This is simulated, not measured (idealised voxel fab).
Module name: voxel transistor to metal (process module)
The cross-section on display is named cut; it measures 300 nm wide, and its cells are 5 nm squares.
Cross-sections here: square-cell grids, written as top-down lists of bands, a band being one or more rows of cells. Band: top and bottom heights (nm) first, top before bottom; then materials from left to right, widths in nm. "throughout" marks a sole material filling the band edge to edge. "air" denotes empty space. Ref level 0: as-received wafer is one material below here. Bottom band extends down with no lower bound ("0..down"). You'd read "30->40" like this: the band's top row of cells is as wide as the first number, its bottom row is as wide as the second, and going down, every row changes width by the same amount as the row before did. Step note "same as before" = no cross-section cell changed. "Voids, sealed" - sealed voids, min. 8 cells, no opening to top; format: width x height at distance (distance from left edge; nm throughout). Note: text after step settings on the step line = simulator remark on that step. "overlay nm" on a masked step: distance the mask lay right of its planned place, negative for left.

Planned process steps:
1. RECEIVE (material Si)
2. OXIDIZE (depth nm 5)
3. CONFORMAL_DEP (material SiN; thk nm 10)
4. MASKED_ETCH (tone cover; mask id ACTIVE; width nm 110; pitch nm 130; etch materials SiN; depth nm 10; overlay nm 0)
5. MASKED_ETCH (tone cover; mask id ACTIVE; width nm 110; pitch nm 130; etch materials SiO2; depth nm 5; overlay nm 0)
6. MASKED_ETCH (tone cover; mask id ACTIVE; width nm 110; pitch nm 130; etch materials Si; depth nm 20; overlay nm 0)
7. FILL_DEP (material SiO2; thk nm 5)
8. CMP (height nm 10)
9. SELECTIVE_ETCH (etch materials SiO2; depth nm 10)
10. STRIP (etch materials SiN)
11. SELECTIVE_ETCH (etch materials SiO2; depth nm 5)
12. OXIDIZE (depth nm 5)
13. DIRECTIONAL_DEP (material polySi; thk nm 20)
14. DIRECTIONAL_DEP (material SiCN; thk nm 10)
15. DIRECTIONAL_DEP (material aC; thk nm 15)
16. PATTERN (tone cover; mask id GATE; material resist; width nm 30; pitch nm 130; thk nm 30; overlay nm 0)
17. DIRECTIONAL_ETCH (etch materials aC; depth nm 15)
18. STRIP (etch materials resist)
19. DIRECTIONAL_ETCH (etch materials SiCN; depth nm 20)
20. DIRECTIONAL_ETCH (etch materials polySi; depth nm 30)
21. STRIP (etch materials aC)
22. CONFORMAL_DEP (material SiO2; thk nm 5)
23. DIRECTIONAL_ETCH (etch materials SiO2; depth nm 5)
24. CONFORMAL_DEP (material SiN; thk nm 5)
25. DIRECTIONAL_ETCH (etch materials SiN; depth nm 5)
26. DIRECTIONAL_ETCH (etch materials SiO2; depth nm 5)
27. DIRECTIONAL_ETCH (etch materials Si; depth nm 15)
28. EPI (material SiGe; thk nm 15)
29. FILL_DEP (material SiO2; thk nm 10)
30. CMP (height nm 15)
31. STRIP (etch materials polySi)
32. SELECTIVE_ETCH (etch materials SiO2; depth nm 5)
33. CONFORMAL_DEP (material HfO2; thk nm 5)
34. CONFORMAL_DEP (material TiN; thk nm 5)
35. FILL_DEP (material W; thk nm 10)
36. CMP (height nm 10)
37. DIRECTIONAL_DEP (material SiO2; thk nm 10)
38. MASKED_ETCH (tone open; mask id CONTACT; width nm 15; etch materials SiO2; depth nm 30; overlay nm 0)
39. CONFORMAL_DEP (material TiN; thk nm 5)
40. FILL_DEP (material W; thk nm 5)
41. CMP (height nm 20)
42. CONFORMAL_DEP (material SiCN; thk nm 5)
43. DIRECTIONAL_DEP (material SiO2; thk nm 15)
44. DIRECTIONAL_DEP (material aC; thk nm 15)
45. PATTERN (tone open; mask id METAL_1; material resist; width nm 15; thk nm 35; overlay nm 0)
46. DIRECTIONAL_ETCH (etch materials aC; depth nm 15)
47. STRIP (etch materials resist)
48. DIRECTIONAL_ETCH (etch materials SiO2; depth nm 15)
49. DIRECTIONAL_ETCH (etch materials SiCN; depth nm 5)
50. STRIP (etch materials aC)
51. CONFORMAL_DEP (material TiN; thk nm 5)
52. FILL_DEP (material W; thk nm 10)
53. CMP (height nm 40)
54. CONFORMAL_DEP (material SiN; thk nm 5)

Cross-section of the incoming wafer, state after step 1:
* 0..down: Si throughout
* Voids, sealed: none

Cross-section: first of two wafers, module finished, run according to plan:
* 45..40: SiN throughout
* 40..25: SiO2 40 nm | TiN 5 nm | W 5 nm | TiN 5 nm | SiO2 60 nm | TiN 5 nm | W 5 nm | TiN 5 nm | SiO2 40 nm | TiN 5 nm | W 5 nm | TiN 5 nm | SiO2 60 nm | TiN 5 nm | W 5 nm | TiN 5 nm | SiO2 40 nm
* 25..20: SiCN 40 nm | TiN 15 nm | SiCN 60 nm | TiN 15 nm | SiCN 40 nm | TiN 15 nm | SiCN 60 nm | TiN 15 nm | SiCN 40 nm
* 20..10: SiO2 40 nm | TiN 5 nm | W 5 nm | TiN 5 nm | SiO2 60 nm | TiN 5 nm | W 5 nm | TiN 5 nm | SiO2 40 nm | TiN 5 nm | W 5 nm | TiN 5 nm | SiO2 60 nm | TiN 5 nm | W 5 nm | TiN 5 nm | SiO2 40 nm
* 10..5: SiO2 40 nm | TiN 15 nm | SiO2 5 nm | SiN 5 nm | HfO2 5 nm | TiN 5 nm | W 20 nm | TiN 5 nm | HfO2 5 nm | SiN 5 nm | SiO2 5 nm | TiN 15 nm | SiO2 40 nm | TiN 15 nm | SiO2 5 nm | SiN 5 nm | HfO2 5 nm | TiN 5 nm | W 20 nm | TiN 5 nm | HfO2 5 nm | SiN 5 nm | SiO2 5 nm | TiN 15 nm | SiO2 40 nm
* 5..0: SiO2 40 nm | TiN 5 nm | SiGe 15 nm | SiN 5 nm | HfO2 5 nm | TiN 5 nm | W 20 nm | TiN 5 nm | HfO2 5 nm | SiN 5 nm | SiGe 15 nm | TiN 5 nm | SiO2 40 nm | TiN 5 nm | SiGe 15 nm | SiN 5 nm | HfO2 5 nm | TiN 5 nm | W 20 nm | TiN 5 nm | HfO2 5 nm | SiN 5 nm | SiGe 15 nm | TiN 5 nm | SiO2 40 nm
* 0..-5: SiO2 40 nm | TiN 5 nm | SiGe 15 nm | SiN 5 nm | HfO2 5 nm | TiN 30 nm | HfO2 5 nm | SiN 5 nm | SiGe 15 nm | TiN 5 nm | SiO2 40 nm | TiN 5 nm | SiGe 15 nm | SiN 5 nm | HfO2 5 nm | TiN 30 nm | HfO2 5 nm | SiN 5 nm | SiGe 15 nm | TiN 5 nm | SiO2 40 nm
* -5..-10: SiO2 40 nm | TiN 5 nm | SiGe 15 nm | SiO2 5 nm | HfO2 40 nm | SiO2 5 nm | SiGe 15 nm | TiN 5 nm | SiO2 40 nm | TiN 5 nm | SiGe 15 nm | SiO2 5 nm | HfO2 40 nm | SiO2 5 nm | SiGe 15 nm | TiN 5 nm | SiO2 40 nm
* -10..-25: SiO2 30 nm | SiGe 30 nm | Si 50 nm | SiGe 30 nm | SiO2 20 nm | SiGe 30 nm | Si 50 nm | SiGe 30 nm | SiO2 30 nm
* -25..down: Si throughout
* Voids, sealed: none

Same start, same plan as the first wafer - but one mistake in the run. Cross-section of the second of the two at the end of the module:
* 45..40: SiN throughout
* 40..25: SiO2 40 nm | TiN 5 nm | W 5 nm | TiN 5 nm | SiO2 60 nm | TiN 5 nm | W 5 nm | TiN 5 nm | SiO2 40 nm | TiN 5 nm | W 5 nm | TiN 5 nm | SiO2 60 nm | TiN 5 nm | W 5 nm | TiN 5 nm | SiO2 40 nm
* 25..20: SiCN 40 nm | TiN 15 nm | SiCN 60 nm | TiN 15 nm | SiCN 40 nm | TiN 15 nm | SiCN 60 nm | TiN 15 nm | SiCN 40 nm
* 20..15: SiO2 40 nm | TiN 5 nm | W 5 nm | TiN 5 nm | SiO2 60 nm | TiN 5 nm | W 5 nm | TiN 5 nm | SiO2 40 nm | TiN 5 nm | W 5 nm | TiN 5 nm | SiO2 60 nm | TiN 5 nm | W 5 nm | TiN 5 nm | SiO2 40 nm
* 15..10: SiO2 40 nm | TiN 15 nm | SiO2 60 nm | TiN 15 nm | SiO2 40 nm | TiN 15 nm | SiO2 60 nm | TiN 15 nm | SiO2 40 nm
* 10..5: SiO2 30 nm | SiGe 30 nm | SiN 5 nm | HfO2 5 nm | TiN 5 nm | W 20 nm | TiN 5 nm | HfO2 5 nm | SiN 5 nm | SiGe 30 nm | SiO2 20 nm | SiGe 30 nm | SiN 5 nm | HfO2 5 nm | TiN 5 nm | W 20 nm | TiN 5 nm | HfO2 5 nm | SiN 5 nm | SiGe 30 nm | SiO2 30 nm
* 5..0: SiO2 15 nm | SiGe 45 nm | SiN 5 nm | HfO2 5 nm | TiN 5 nm | W 20 nm | TiN 5 nm | HfO2 5 nm | SiN 5 nm | SiGe 80 nm | SiN 5 nm | HfO2 5 nm | TiN 5 nm | W 20 nm | TiN 5 nm | HfO2 5 nm | SiN 5 nm | SiGe 45 nm | SiO2 15 nm
* 0..-5: SiO2 15 nm | SiGe 45 nm | SiN 5 nm | HfO2 5 nm | TiN 30 nm | HfO2 5 nm | SiN 5 nm | SiGe 80 nm | SiN 5 nm | HfO2 5 nm | TiN 30 nm | HfO2 5 nm | SiN 5 nm | SiGe 45 nm | SiO2 15 nm
* -5..-10: SiO2 15 nm | SiGe 45 nm | SiO2 5 nm | HfO2 40 nm | SiO2 5 nm | SiGe 80 nm | SiO2 5 nm | HfO2 40 nm | SiO2 5 nm | SiGe 45 nm | SiO2 15 nm
* -10..-25: SiO2 30 nm | SiGe 30 nm | Si 50 nm | SiGe 30 nm | SiO2 20 nm | SiGe 30 nm | Si 50 nm | SiGe 30 nm | SiO2 30 nm
* -25..down: Si throughout
* Voids, sealed: none
Processing error: yeah, plan step 28 got run twice
Looking at both finished wafers in cells, the second ends up ahead of or behind the first on some materials: 90 more of SiGe, 66 fewer of SiO2, 20 fewer of TiN, 4 fewer of W
